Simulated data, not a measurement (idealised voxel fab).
process module | voxel wiring stack
cross-section cut | 225 nm wide | cells 5 nm
A cross-section is a grid of square cells, given in bands from the top down. A band is one or more rows of cells.
Each band's line starts with the height of the band's top and of its bottom, in nm. Then come its materials from left to right, each with its width in nm. One material with "throughout" fills the band from edge to edge. "air" is empty space.
Height 0 is the level under which the wafer as received is all one material. The lowest band goes on downwards, as in "0 down".
A width such as "30 to 40" changes by the same amount from each row of cells to the next, from the band's top row to its bottom row.
"no change" after a step means that no cell of the cross-section changed.
closed voids: empty space of 8 cells or more with no open way to the top, each as width x height at its distance from the left edge, in nm
after a step's settings: what the simulator itself notes on the step
overlay nm, on a step with a mask: how far to the right of its planned place the mask lay; to the left if negative
plan
1 op RECEIVE | material Si
2 op CONFORMAL_DEP | material SiO2 | thk nm 10
3 op DIRECTIONAL_DEP | material TiN | thk nm 5
4 op DIRECTIONAL_DEP | material W | thk nm 20
5 op DIRECTIONAL_DEP | material aC | thk nm 15
6 op PATTERN | tone cover | mask id METAL_1 | material resist | width nm 30 | pitch nm 55 | thk nm 30 | overlay nm 0
7 op DIRECTIONAL_ETCH | etch materials aC | depth nm 15
8 op STRIP | etch materials resist
9 op DIRECTIONAL_ETCH | etch materials W | depth nm 20
10 op DIRECTIONAL_ETCH | etch materials TiN | depth nm 5
11 op STRIP | etch materials aC
12 op CONFORMAL_DEP | material SiCN | thk nm 5
13 op FILL_DEP | material lowk | thk nm 5
14 op CMP | height nm 35
15 op CONFORMAL_DEP | material SiCN | thk nm 5
16 op DIRECTIONAL_DEP | material SiO2 | thk nm 35
17 op DIRECTIONAL_DEP | material aC | thk nm 15
18 op PATTERN | tone open | mask id METAL_2 | material resist | width nm 30 | pitch nm 55 | thk nm 35 | overlay nm 0
19 op DIRECTIONAL_ETCH | etch materials aC | depth nm 15
20 op STRIP | etch materials resist
21 op DIRECTIONAL_ETCH | etch materials SiO2 | depth nm 20
22 op STRIP | etch materials aC
23 op DIRECTIONAL_DEP | material aC | thk nm 15
24 op PATTERN | tone open | mask id METAL_2_HOLES | material resist | width nm 15 | pitch nm 55 | thk nm 35 | overlay nm 0
25 op DIRECTIONAL_ETCH | etch materials aC | depth nm 15
26 op STRIP | etch materials resist
27 op DIRECTIONAL_ETCH | etch materials SiO2 | depth nm 15
28 op DIRECTIONAL_ETCH | etch materials SiCN | depth nm 5
29 op STRIP | etch materials aC
30 op CONFORMAL_DEP | material TiN | thk nm 5
31 op FILL_DEP | material Ru | thk nm 10
32 op CMP | height nm 75
33 op CONFORMAL_DEP | material SiCN | thk nm 5
34 op DIRECTIONAL_DEP | material lowk | thk nm 10
35 op DIRECTIONAL_DEP | material aC | thk nm 10
36 op PATTERN | tone open | mask id PLUG_2 | material resist | width nm 15 | pitch nm 55 | thk nm 30 | overlay nm 0
37 op DIRECTIONAL_ETCH | etch materials aC | depth nm 10
38 op STRIP | etch materials resist
39 op DIRECTIONAL_ETCH | etch materials lowk | depth nm 10
40 op DIRECTIONAL_ETCH | etch materials SiCN | depth nm 5
41 op STRIP | etch materials aC
42 op CONFORMAL_DEP | material TiN | thk nm 5
43 op FILL_DEP | material W | thk nm 10
44 op CMP | height nm 90
45 op DIRECTIONAL_DEP | material TiN | thk nm 5
46 op DIRECTIONAL_DEP | material Ru | thk nm 25
47 op DIRECTIONAL_DEP | material aC | thk nm 10
48 op PATTERN | tone cover | mask id METAL_3 | material resist | width nm 30 | pitch nm 55 | thk nm 25 | overlay nm 0
49 op DIRECTIONAL_ETCH | etch materials aC | depth nm 10
50 op STRIP | etch materials resist
51 op DIRECTIONAL_ETCH | etch materials Ru | depth nm 25
52 op DIRECTIONAL_ETCH | etch materials TiN | depth nm 5
53 op STRIP | etch materials aC
54 op CONFORMAL_DEP | material SiCN | thk nm 5
55 op FILL_DEP | material lowk | thk nm 10
56 op CMP | height nm 120
57 op CONFORMAL_DEP | material SiN | thk nm 5
first wafer, as planned
as received, after step 1
  0 down: Si throughout
  closed voids: none
after step 2
  10 to 0: SiO2 throughout
  below 0: unchanged
after step 3
  15 to 10: TiN throughout
  below 10: unchanged
after step 4
  35 to 15: W throughout
  below 15: unchanged
after step 5
  50 to 35: aC throughout
  below 35: unchanged
after step 6
  80 to 50: air 15 | resist 30 | air 25 | resist 30 | air 25 | resist 30 | air 25 | resist 30 | air 15
  below 50: unchanged
after step 7
  65 to 50: air 15 | resist 30 | air 25 | resist 30 | air 25 | resist 30 | air 25 | resist 30 | air 15
  50 to 35: air 15 | aC 30 | air 25 | aC 30 | air 25 | aC 30 | air 25 | aC 30 | air 15
  below 35: unchanged
after step 8
  50 to 35: air 15 | aC 30 | air 25 | aC 30 | air 25 | aC 30 | air 25 | aC 30 | air 15
  below 35: unchanged
after step 9
  50 to 35: air 15 | aC 30 | air 25 | aC 30 | air 25 | aC 30 | air 25 | aC 30 | air 15
  35 to 15: air 15 | W 30 | air 25 | W 30 | air 25 | W 30 | air 25 | W 30 | air 15
  below 15: unchanged
after step 10
  50 to 35: air 15 | aC 30 | air 25 | aC 30 | air 25 | aC 30 | air 25 | aC 30 | air 15
  35 to 15: air 15 | W 30 | air 25 | W 30 | air 25 | W 30 | air 25 | W 30 | air 15
  15 to 10: air 15 | TiN 30 | air 25 | TiN 30 | air 25 | TiN 30 | air 25 | TiN 30 | air 15
  below 10: unchanged
after step 11
  35 to 15: air 15 | W 30 | air 25 | W 30 | air 25 | W 30 | air 25 | W 30 | air 15
  below 15: unchanged
after step 12
  40 to 35: air 10 | SiCN 40 | air 15 | SiCN 40 | air 15 | SiCN 40 | air 15 | SiCN 40 | air 10
  35 to 15: air 10 | SiCN 5 | W 30 | SiCN 5 | air 15 | SiCN 5 | W 30 | SiCN 5 | air 15 | SiCN 5 | W 30 | SiCN 5 | air 15 | SiCN 5 | W 30 | SiCN 5 | air 10
  15 to 10: SiCN 15 | TiN 30 | SiCN 25 | TiN 30 | SiCN 25 | TiN 30 | SiCN 25 | TiN 30 | SiCN 15
  below 10: unchanged
after step 13
  45 to 40: lowk throughout
  40 to 35: lowk 10 | SiCN 40 | lowk 15 | SiCN 40 | lowk 15 | SiCN 40 | lowk 15 | SiCN 40 | lowk 10
  35 to 15: lowk 10 | SiCN 5 | W 30 | SiCN 5 | lowk 15 | SiCN 5 | W 30 | SiCN 5 | lowk 15 | SiCN 5 | W 30 | SiCN 5 | lowk 15 | SiCN 5 | W 30 | SiCN 5 | lowk 10
  below 15: unchanged
after step 14
  35 to 15: lowk 10 | SiCN 5 | W 30 | SiCN 5 | lowk 15 | SiCN 5 | W 30 | SiCN 5 | lowk 15 | SiCN 5 | W 30 | SiCN 5 | lowk 15 | SiCN 5 | W 30 | SiCN 5 | lowk 10
  below 15: unchanged
after step 15
  40 to 35: SiCN throughout
  below 35: unchanged
after step 16
  75 to 40: SiO2 throughout
  below 40: unchanged
after step 17
  90 to 75: aC throughout
  below 75: unchanged
after step 18
  125 to 90: resist 15 | air 30 | resist 25 | air 30 | resist 25 | air 30 | resist 25 | air 30 | resist 15
  below 90: unchanged
after step 19
  110 to 90: resist 15 | air 30 | resist 25 | air 30 | resist 25 | air 30 | resist 25 | air 30 | resist 15
  90 to 75: aC 15 | air 30 | aC 25 | air 30 | aC 25 | air 30 | aC 25 | air 30 | aC 15
  below 75: unchanged
after step 20
  90 to 75: aC 15 | air 30 | aC 25 | air 30 | aC 25 | air 30 | aC 25 | air 30 | aC 15
  below 75: unchanged
after step 21
  90 to 75: aC 15 | air 30 | aC 25 | air 30 | aC 25 | air 30 | aC 25 | air 30 | aC 15
  75 to 55: SiO2 15 | air 30 | SiO2 25 | air 30 | SiO2 25 | air 30 | SiO2 25 | air 30 | SiO2 15
  below 55: unchanged
after step 22
  75 to 55: SiO2 15 | air 30 | SiO2 25 | air 30 | SiO2 25 | air 30 | SiO2 25 | air 30 | SiO2 15
  below 55: unchanged
after step 23
  90 to 75: aC 15 | air 30 | aC 25 | air 30 | aC 25 | air 30 | aC 25 | air 30 | aC 15
  75 to 70: SiO2 15 | air 30 | SiO2 25 | air 30 | SiO2 25 | air 30 | SiO2 25 | air 30 | SiO2 15
  70 to 55: SiO2 15 | aC 30 | SiO2 25 | aC 30 | SiO2 25 | aC 30 | SiO2 25 | aC 30 | SiO2 15
  below 55: unchanged
after step 24
  125 to 90: resist 15 | air 15 | resist 40 | air 15 | resist 40 | air 15 | resist 40 | air 15 | resist 30
  90 to 75: aC 15 | air 15 | resist 15 | aC 25 | air 15 | resist 15 | aC 25 | air 15 | resist 15 | aC 25 | air 15 | resist 15 | aC 15
  75 to 70: SiO2 15 | air 15 | resist 15 | SiO2 25 | air 15 | resist 15 | SiO2 25 | air 15 | resist 15 | SiO2 25 | air 15 | resist 15 | SiO2 15
  below 70: unchanged
after step 25
  110 to 90: resist 15 | air 15 | resist 40 | air 15 | resist 40 | air 15 | resist 40 | air 15 | resist 30
  90 to 75: aC 15 | air 15 | resist 15 | aC 25 | air 15 | resist 15 | aC 25 | air 15 | resist 15 | aC 25 | air 15 | resist 15 | aC 15
  75 to 70: SiO2 15 | air 15 | resist 15 | SiO2 25 | air 15 | resist 15 | SiO2 25 | air 15 | resist 15 | SiO2 25 | air 15 | resist 15 | SiO2 15
  70 to 55: SiO2 15 | air 15 | aC 15 | SiO2 25 | air 15 | aC 15 | SiO2 25 | air 15 | aC 15 | SiO2 25 | air 15 | aC 15 | SiO2 15
  below 55: unchanged
after step 26
  90 to 75: aC 15 | air 30 | aC 25 | air 30 | aC 25 | air 30 | aC 25 | air 30 | aC 15
  75 to 70: SiO2 15 | air 30 | SiO2 25 | air 30 | SiO2 25 | air 30 | SiO2 25 | air 30 | SiO2 15
  below 70: unchanged
after step 27
  90 to 75: aC 15 | air 30 | aC 25 | air 30 | aC 25 | air 30 | aC 25 | air 30 | aC 15
  75 to 70: SiO2 15 | air 30 | SiO2 25 | air 30 | SiO2 25 | air 30 | SiO2 25 | air 30 | SiO2 15
  70 to 55: SiO2 15 | air 15 | aC 15 | SiO2 25 | air 15 | aC 15 | SiO2 25 | air 15 | aC 15 | SiO2 25 | air 15 | aC 15 | SiO2 15
  55 to 40: SiO2 15 | air 15 | SiO2 40 | air 15 | SiO2 40 | air 15 | SiO2 40 | air 15 | SiO2 30
  below 40: unchanged
after step 28
  90 to 75: aC 15 | air 30 | aC 25 | air 30 | aC 25 | air 30 | aC 25 | air 30 | aC 15
  75 to 70: SiO2 15 | air 30 | SiO2 25 | air 30 | SiO2 25 | air 30 | SiO2 25 | air 30 | SiO2 15
  70 to 55: SiO2 15 | air 15 | aC 15 | SiO2 25 | air 15 | aC 15 | SiO2 25 | air 15 | aC 15 | SiO2 25 | air 15 | aC 15 | SiO2 15
  55 to 40: SiO2 15 | air 15 | SiO2 40 | air 15 | SiO2 40 | air 15 | SiO2 40 | air 15 | SiO2 30
  40 to 35: SiCN 15 | air 15 | SiCN 40 | air 15 | SiCN 40 | air 15 | SiCN 40 | air 15 | SiCN 30
  below 35: unchanged
after step 29
  75 to 55: SiO2 15 | air 30 | SiO2 25 | air 30 | SiO2 25 | air 30 | SiO2 25 | air 30 | SiO2 15
  below 55: unchanged
after step 30
  80 to 75: TiN 20 | air 20 | TiN 35 | air 20 | TiN 35 | air 20 | TiN 35 | air 20 | TiN 20
  75 to 60: SiO2 15 | TiN 5 | air 20 | TiN 5 | SiO2 25 | TiN 5 | air 20 | TiN 5 | SiO2 25 | TiN 5 | air 20 | TiN 5 | SiO2 25 | TiN 5 | air 20 | TiN 5 | SiO2 15
  60 to 55: SiO2 15 | TiN 5 | air 5 | TiN 20 | SiO2 25 | TiN 5 | air 5 | TiN 20 | SiO2 25 | TiN 5 | air 5 | TiN 20 | SiO2 25 | TiN 5 | air 5 | TiN 20 | SiO2 15
  55 to 40: SiO2 15 | TiN 5 | air 5 | TiN 5 | SiO2 40 | TiN 5 | air 5 | TiN 5 | SiO2 40 | TiN 5 | air 5 | TiN 5 | SiO2 40 | TiN 5 | air 5 | TiN 5 | SiO2 30
  40 to 35: SiCN 15 | TiN 15 | SiCN 40 | TiN 15 | SiCN 40 | TiN 15 | SiCN 40 | TiN 15 | SiCN 30
  below 35: unchanged
after step 31
  90 to 80: Ru throughout
  80 to 75: TiN 20 | Ru 20 | TiN 35 | Ru 20 | TiN 35 | Ru 20 | TiN 35 | Ru 20 | TiN 20
  75 to 60: SiO2 15 | TiN 5 | Ru 20 | TiN 5 | SiO2 25 | TiN 5 | Ru 20 | TiN 5 | SiO2 25 | TiN 5 | Ru 20 | TiN 5 | SiO2 25 | TiN 5 | Ru 20 | TiN 5 | SiO2 15
  60 to 55: SiO2 15 | TiN 5 | Ru 5 | TiN 20 | SiO2 25 | TiN 5 | Ru 5 | TiN 20 | SiO2 25 | TiN 5 | Ru 5 | TiN 20 | SiO2 25 | TiN 5 | Ru 5 | TiN 20 | SiO2 15
  55 to 40: SiO2 15 | TiN 5 | Ru 5 | TiN 5 | SiO2 40 | TiN 5 | Ru 5 | TiN 5 | SiO2 40 | TiN 5 | Ru 5 | TiN 5 | SiO2 40 | TiN 5 | Ru 5 | TiN 5 | SiO2 30
  below 40: unchanged
after step 32
  75 to 60: SiO2 15 | TiN 5 | Ru 20 | TiN 5 | SiO2 25 | TiN 5 | Ru 20 | TiN 5 | SiO2 25 | TiN 5 | Ru 20 | TiN 5 | SiO2 25 | TiN 5 | Ru 20 | TiN 5 | SiO2 15
  below 60: unchanged
after step 33
  80 to 75: SiCN throughout
  below 75: unchanged
after step 34
  90 to 80: lowk throughout
  below 80: unchanged
after step 35
  100 to 90: aC throughout
  below 90: unchanged
after step 36
  130 to 100: resist 15 | air 15 | resist 40 | air 15 | resist 40 | air 15 | resist 40 | air 15 | resist 30
  below 100: unchanged
after step 37
  120 to 100: resist 15 | air 15 | resist 40 | air 15 | resist 40 | air 15 | resist 40 | air 15 | resist 30
  100 to 90: aC 15 | air 15 | aC 40 | air 15 | aC 40 | air 15 | aC 40 | air 15 | aC 30
  below 90: unchanged
after step 38
  100 to 90: aC 15 | air 15 | aC 40 | air 15 | aC 40 | air 15 | aC 40 | air 15 | aC 30
  below 90: unchanged
after step 39
  100 to 90: aC 15 | air 15 | aC 40 | air 15 | aC 40 | air 15 | aC 40 | air 15 | aC 30
  90 to 80: lowk 15 | air 15 | lowk 40 | air 15 | lowk 40 | air 15 | lowk 40 | air 15 | lowk 30
  below 80: unchanged
after step 40
  100 to 90: aC 15 | air 15 | aC 40 | air 15 | aC 40 | air 15 | aC 40 | air 15 | aC 30
  90 to 80: lowk 15 | air 15 | lowk 40 | air 15 | lowk 40 | air 15 | lowk 40 | air 15 | lowk 30
  80 to 75: SiCN 15 | air 15 | SiCN 40 | air 15 | SiCN 40 | air 15 | SiCN 40 | air 15 | SiCN 30
  below 75: unchanged
after step 41
  90 to 80: lowk 15 | air 15 | lowk 40 | air 15 | lowk 40 | air 15 | lowk 40 | air 15 | lowk 30
  below 80: unchanged
after step 42
  95 to 90: TiN 20 | air 5 | TiN 50 | air 5 | TiN 50 | air 5 | TiN 50 | air 5 | TiN 35
  90 to 80: lowk 15 | TiN 5 | air 5 | TiN 5 | lowk 40 | TiN 5 | air 5 | TiN 5 | lowk 40 | TiN 5 | air 5 | TiN 5 | lowk 40 | TiN 5 | air 5 | TiN 5 | lowk 30
  80 to 75: SiCN 15 | TiN 15 | SiCN 40 | TiN 15 | SiCN 40 | TiN 15 | SiCN 40 | TiN 15 | SiCN 30
  below 75: unchanged
after step 43
  105 to 95: W throughout
  95 to 90: TiN 20 | W 5 | TiN 50 | W 5 | TiN 50 | W 5 | TiN 50 | W 5 | TiN 35
  90 to 80: lowk 15 | TiN 5 | W 5 | TiN 5 | lowk 40 | TiN 5 | W 5 | TiN 5 | lowk 40 | TiN 5 | W 5 | TiN 5 | lowk 40 | TiN 5 | W 5 | TiN 5 | lowk 30
  below 80: unchanged
after step 44
  90 to 80: lowk 15 | TiN 5 | W 5 | TiN 5 | lowk 40 | TiN 5 | W 5 | TiN 5 | lowk 40 | TiN 5 | W 5 | TiN 5 | lowk 40 | TiN 5 | W 5 | TiN 5 | lowk 30
  below 80: unchanged
after step 45
  95 to 90: TiN throughout
  below 90: unchanged
after step 46
  120 to 95: Ru throughout
  below 95: unchanged
after step 47
  130 to 120: aC throughout
  below 120: unchanged
after step 48
  155 to 130: air 15 | resist 30 | air 25 | resist 30 | air 25 | resist 30 | air 25 | resist 30 | air 15
  below 130: unchanged
after step 49
  145 to 130: air 15 | resist 30 | air 25 | resist 30 | air 25 | resist 30 | air 25 | resist 30 | air 15
  130 to 120: air 15 | aC 30 | air 25 | aC 30 | air 25 | aC 30 | air 25 | aC 30 | air 15
  below 120: unchanged
after step 50
  130 to 120: air 15 | aC 30 | air 25 | aC 30 | air 25 | aC 30 | air 25 | aC 30 | air 15
  below 120: unchanged
after step 51
  130 to 120: air 15 | aC 30 | air 25 | aC 30 | air 25 | aC 30 | air 25 | aC 30 | air 15
  120 to 95: air 15 | Ru 30 | air 25 | Ru 30 | air 25 | Ru 30 | air 25 | Ru 30 | air 15
  below 95: unchanged
after step 52
  130 to 120: air 15 | aC 30 | air 25 | aC 30 | air 25 | aC 30 | air 25 | aC 30 | air 15
  120 to 95: air 15 | Ru 30 | air 25 | Ru 30 | air 25 | Ru 30 | air 25 | Ru 30 | air 15
  95 to 90: air 15 | TiN 30 | air 25 | TiN 30 | air 25 | TiN 30 | air 25 | TiN 30 | air 15
  below 90: unchanged
after step 53
  120 to 95: air 15 | Ru 30 | air 25 | Ru 30 | air 25 | Ru 30 | air 25 | Ru 30 | air 15
  below 95: unchanged
after step 54
  125 to 120: air 10 | SiCN 40 | air 15 | SiCN 40 | air 15 | SiCN 40 | air 15 | SiCN 40 | air 10
  120 to 95: air 10 | SiCN 5 | Ru 30 | SiCN 5 | air 15 | SiCN 5 | Ru 30 | SiCN 5 | air 15 | SiCN 5 | Ru 30 | SiCN 5 | air 15 | SiCN 5 | Ru 30 | SiCN 5 | air 10
  95 to 90: SiCN 15 | TiN 30 | SiCN 25 | TiN 30 | SiCN 25 | TiN 30 | SiCN 25 | TiN 30 | SiCN 15
  below 90: unchanged
after step 55
  135 to 125: lowk throughout
  125 to 120: lowk 10 | SiCN 40 | lowk 15 | SiCN 40 | lowk 15 | SiCN 40 | lowk 15 | SiCN 40 | lowk 10
  120 to 95: lowk 10 | SiCN 5 | Ru 30 | SiCN 5 | lowk 15 | SiCN 5 | Ru 30 | SiCN 5 | lowk 15 | SiCN 5 | Ru 30 | SiCN 5 | lowk 15 | SiCN 5 | Ru 30 | SiCN 5 | lowk 10
  below 95: unchanged
after step 56
  120 to 95: lowk 10 | SiCN 5 | Ru 30 | SiCN 5 | lowk 15 | SiCN 5 | Ru 30 | SiCN 5 | lowk 15 | SiCN 5 | Ru 30 | SiCN 5 | lowk 15 | SiCN 5 | Ru 30 | SiCN 5 | lowk 10
  below 95: unchanged
after step 57
  125 to 120: SiN throughout
  below 120: unchanged
second wafer: like start, like plan, one mistake. Through step 20 it matches the first wafer
when step 21 should have ended
  90 to 75: aC 15 | air 30 | aC 25 | air 30 | aC 25 | air 30 | aC 25 | air 30 | aC 15
  75 to 40: SiO2 15 | air 30 | SiO2 25 | air 30 | SiO2 25 | air 30 | SiO2 25 | air 30 | SiO2 15
  below 40: unchanged
when step 22 should have ended
  75 to 40: SiO2 15 | air 30 | SiO2 25 | air 30 | SiO2 25 | air 30 | SiO2 25 | air 30 | SiO2 15
  below 40: unchanged
when step 23 should have ended
  90 to 75: aC 15 | air 30 | aC 25 | air 30 | aC 25 | air 30 | aC 25 | air 30 | aC 15
  75 to 55: SiO2 15 | air 30 | SiO2 25 | air 30 | SiO2 25 | air 30 | SiO2 25 | air 30 | SiO2 15
  55 to 40: SiO2 15 | aC 30 | SiO2 25 | aC 30 | SiO2 25 | aC 30 | SiO2 25 | aC 30 | SiO2 15
  below 40: unchanged
when step 24 should have ended
  125 to 90: resist 15 | air 15 | resist 40 | air 15 | resist 40 | air 15 | resist 40 | air 15 | resist 30
  90 to 75: aC 15 | air 15 | resist 15 | aC 25 | air 15 | resist 15 | aC 25 | air 15 | resist 15 | aC 25 | air 15 | resist 15 | aC 15
  75 to 55: SiO2 15 | air 15 | resist 15 | SiO2 25 | air 15 | resist 15 | SiO2 25 | air 15 | resist 15 | SiO2 25 | air 15 | resist 15 | SiO2 15
  below 55: unchanged
when step 25 should have ended
  110 to 90: resist 15 | air 15 | resist 40 | air 15 | resist 40 | air 15 | resist 40 | air 15 | resist 30
  90 to 75: aC 15 | air 15 | resist 15 | aC 25 | air 15 | resist 15 | aC 25 | air 15 | resist 15 | aC 25 | air 15 | resist 15 | aC 15
  75 to 55: SiO2 15 | air 15 | resist 15 | SiO2 25 | air 15 | resist 15 | SiO2 25 | air 15 | resist 15 | SiO2 25 | air 15 | resist 15 | SiO2 15
  55 to 40: SiO2 15 | air 15 | aC 15 | SiO2 25 | air 15 | aC 15 | SiO2 25 | air 15 | aC 15 | SiO2 25 | air 15 | aC 15 | SiO2 15
  below 40: unchanged
when step 26 should have ended
  90 to 75: aC 15 | air 30 | aC 25 | air 30 | aC 25 | air 30 | aC 25 | air 30 | aC 15
  75 to 55: SiO2 15 | air 30 | SiO2 25 | air 30 | SiO2 25 | air 30 | SiO2 25 | air 30 | SiO2 15
  below 55: unchanged
when step 27 should have ended: no change
when step 28 should have ended
  90 to 75: aC 15 | air 30 | aC 25 | air 30 | aC 25 | air 30 | aC 25 | air 30 | aC 15
  75 to 55: SiO2 15 | air 30 | SiO2 25 | air 30 | SiO2 25 | air 30 | SiO2 25 | air 30 | SiO2 15
  55 to 40: SiO2 15 | air 15 | aC 15 | SiO2 25 | air 15 | aC 15 | SiO2 25 | air 15 | aC 15 | SiO2 25 | air 15 | aC 15 | SiO2 15
  40 to 35: SiCN 15 | air 15 | SiCN 40 | air 15 | SiCN 40 | air 15 | SiCN 40 | air 15 | SiCN 30
  below 35: unchanged
when step 29 should have ended
  75 to 40: SiO2 15 | air 30 | SiO2 25 | air 30 | SiO2 25 | air 30 | SiO2 25 | air 30 | SiO2 15
  below 40: unchanged
when step 30 should have ended
  80 to 75: TiN 20 | air 20 | TiN 35 | air 20 | TiN 35 | air 20 | TiN 35 | air 20 | TiN 20
  75 to 45: SiO2 15 | TiN 5 | air 20 | TiN 5 | SiO2 25 | TiN 5 | air 20 | TiN 5 | SiO2 25 | TiN 5 | air 20 | TiN 5 | SiO2 25 | TiN 5 | air 20 | TiN 5 | SiO2 15
  45 to 40: SiO2 15 | TiN 5 | air 5 | TiN 20 | SiO2 25 | TiN 5 | air 5 | TiN 20 | SiO2 25 | TiN 5 | air 5 | TiN 20 | SiO2 25 | TiN 5 | air 5 | TiN 20 | SiO2 15
  40 to 35: SiCN 15 | TiN 15 | SiCN 40 | TiN 15 | SiCN 40 | TiN 15 | SiCN 40 | TiN 15 | SiCN 30
  below 35: unchanged
when step 31 should have ended
  90 to 80: Ru throughout
  80 to 75: TiN 20 | Ru 20 | TiN 35 | Ru 20 | TiN 35 | Ru 20 | TiN 35 | Ru 20 | TiN 20
  75 to 45: SiO2 15 | TiN 5 | Ru 20 | TiN 5 | SiO2 25 | TiN 5 | Ru 20 | TiN 5 | SiO2 25 | TiN 5 | Ru 20 | TiN 5 | SiO2 25 | TiN 5 | Ru 20 | TiN 5 | SiO2 15
  45 to 40: SiO2 15 | TiN 5 | Ru 5 | TiN 20 | SiO2 25 | TiN 5 | Ru 5 | TiN 20 | SiO2 25 | TiN 5 | Ru 5 | TiN 20 | SiO2 25 | TiN 5 | Ru 5 | TiN 20 | SiO2 15
  below 40: unchanged
when step 32 should have ended
  75 to 45: SiO2 15 | TiN 5 | Ru 20 | TiN 5 | SiO2 25 | TiN 5 | Ru 20 | TiN 5 | SiO2 25 | TiN 5 | Ru 20 | TiN 5 | SiO2 25 | TiN 5 | Ru 20 | TiN 5 | SiO2 15
  below 45: unchanged
when step 33 should have ended
  80 to 75: SiCN throughout
  below 75: unchanged
when step 34 should have ended
  90 to 80: lowk throughout
  below 80: unchanged
when step 35 should have ended
  100 to 90: aC throughout
  below 90: unchanged
when step 36 should have ended
  130 to 100: resist 15 | air 15 | resist 40 | air 15 | resist 40 | air 15 | resist 40 | air 15 | resist 30
  below 100: unchanged
when step 37 should have ended
  120 to 100: resist 15 | air 15 | resist 40 | air 15 | resist 40 | air 15 | resist 40 | air 15 | resist 30
  100 to 90: aC 15 | air 15 | aC 40 | air 15 | aC 40 | air 15 | aC 40 | air 15 | aC 30
  below 90: unchanged
when step 38 should have ended
  100 to 90: aC 15 | air 15 | aC 40 | air 15 | aC 40 | air 15 | aC 40 | air 15 | aC 30
  below 90: unchanged
when step 39 should have ended
  100 to 90: aC 15 | air 15 | aC 40 | air 15 | aC 40 | air 15 | aC 40 | air 15 | aC 30
  90 to 80: lowk 15 | air 15 | lowk 40 | air 15 | lowk 40 | air 15 | lowk 40 | air 15 | lowk 30
  below 80: unchanged
when step 40 should have ended
  100 to 90: aC 15 | air 15 | aC 40 | air 15 | aC 40 | air 15 | aC 40 | air 15 | aC 30
  90 to 80: lowk 15 | air 15 | lowk 40 | air 15 | lowk 40 | air 15 | lowk 40 | air 15 | lowk 30
  80 to 75: SiCN 15 | air 15 | SiCN 40 | air 15 | SiCN 40 | air 15 | SiCN 40 | air 15 | SiCN 30
  below 75: unchanged
when step 41 should have ended
  90 to 80: lowk 15 | air 15 | lowk 40 | air 15 | lowk 40 | air 15 | lowk 40 | air 15 | lowk 30
  below 80: unchanged
when step 42 should have ended
  95 to 90: TiN 20 | air 5 | TiN 50 | air 5 | TiN 50 | air 5 | TiN 50 | air 5 | TiN 35
  90 to 80: lowk 15 | TiN 5 | air 5 | TiN 5 | lowk 40 | TiN 5 | air 5 | TiN 5 | lowk 40 | TiN 5 | air 5 | TiN 5 | lowk 40 | TiN 5 | air 5 | TiN 5 | lowk 30
  80 to 75: SiCN 15 | TiN 15 | SiCN 40 | TiN 15 | SiCN 40 | TiN 15 | SiCN 40 | TiN 15 | SiCN 30
  below 75: unchanged
when step 43 should have ended
  105 to 95: W throughout
  95 to 90: TiN 20 | W 5 | TiN 50 | W 5 | TiN 50 | W 5 | TiN 50 | W 5 | TiN 35
  90 to 80: lowk 15 | TiN 5 | W 5 | TiN 5 | lowk 40 | TiN 5 | W 5 | TiN 5 | lowk 40 | TiN 5 | W 5 | TiN 5 | lowk 40 | TiN 5 | W 5 | TiN 5 | lowk 30
  below 80: unchanged
when step 44 should have ended
  90 to 80: lowk 15 | TiN 5 | W 5 | TiN 5 | lowk 40 | TiN 5 | W 5 | TiN 5 | lowk 40 | TiN 5 | W 5 | TiN 5 | lowk 40 | TiN 5 | W 5 | TiN 5 | lowk 30
  below 80: unchanged
when step 45 should have ended
  95 to 90: TiN throughout
  below 90: unchanged
when step 46 should have ended
  120 to 95: Ru throughout
  below 95: unchanged
when step 47 should have ended
  130 to 120: aC throughout
  below 120: unchanged
when step 48 should have ended
  155 to 130: air 15 | resist 30 | air 25 | resist 30 | air 25 | resist 30 | air 25 | resist 30 | air 15
  below 130: unchanged
when step 49 should have ended
  145 to 130: air 15 | resist 30 | air 25 | resist 30 | air 25 | resist 30 | air 25 | resist 30 | air 15
  130 to 120: air 15 | aC 30 | air 25 | aC 30 | air 25 | aC 30 | air 25 | aC 30 | air 15
  below 120: unchanged
when step 50 should have ended
  130 to 120: air 15 | aC 30 | air 25 | aC 30 | air 25 | aC 30 | air 25 | aC 30 | air 15
  below 120: unchanged
when step 51 should have ended
  130 to 120: air 15 | aC 30 | air 25 | aC 30 | air 25 | aC 30 | air 25 | aC 30 | air 15
  120 to 95: air 15 | Ru 30 | air 25 | Ru 30 | air 25 | Ru 30 | air 25 | Ru 30 | air 15
  below 95: unchanged
when step 52 should have ended
  130 to 120: air 15 | aC 30 | air 25 | aC 30 | air 25 | aC 30 | air 25 | aC 30 | air 15
  120 to 95: air 15 | Ru 30 | air 25 | Ru 30 | air 25 | Ru 30 | air 25 | Ru 30 | air 15
  95 to 90: air 15 | TiN 30 | air 25 | TiN 30 | air 25 | TiN 30 | air 25 | TiN 30 | air 15
  below 90: unchanged
when step 53 should have ended
  120 to 95: air 15 | Ru 30 | air 25 | Ru 30 | air 25 | Ru 30 | air 25 | Ru 30 | air 15
  below 95: unchanged
when step 54 should have ended
  125 to 120: air 10 | SiCN 40 | air 15 | SiCN 40 | air 15 | SiCN 40 | air 15 | SiCN 40 | air 10
  120 to 95: air 10 | SiCN 5 | Ru 30 | SiCN 5 | air 15 | SiCN 5 | Ru 30 | SiCN 5 | air 15 | SiCN 5 | Ru 30 | SiCN 5 | air 15 | SiCN 5 | Ru 30 | SiCN 5 | air 10
  95 to 90: SiCN 15 | TiN 30 | SiCN 25 | TiN 30 | SiCN 25 | TiN 30 | SiCN 25 | TiN 30 | SiCN 15
  below 90: unchanged
when step 55 should have ended
  135 to 125: lowk throughout
  125 to 120: lowk 10 | SiCN 40 | lowk 15 | SiCN 40 | lowk 15 | SiCN 40 | lowk 15 | SiCN 40 | lowk 10
  120 to 95: lowk 10 | SiCN 5 | Ru 30 | SiCN 5 | lowk 15 | SiCN 5 | Ru 30 | SiCN 5 | lowk 15 | SiCN 5 | Ru 30 | SiCN 5 | lowk 15 | SiCN 5 | Ru 30 | SiCN 5 | lowk 10
  below 95: unchanged
when step 56 should have ended
  120 to 95: lowk 10 | SiCN 5 | Ru 30 | SiCN 5 | lowk 15 | SiCN 5 | Ru 30 | SiCN 5 | lowk 15 | SiCN 5 | Ru 30 | SiCN 5 | lowk 15 | SiCN 5 | Ru 30 | SiCN 5 | lowk 10
  below 95: unchanged
when step 57 should have ended
  125 to 120: SiN throughout
  below 120: unchanged
what went wrong: step 21 was run twice
at the end the second wafer has, in cells: 36 more of Ru | 36 fewer of SiO2
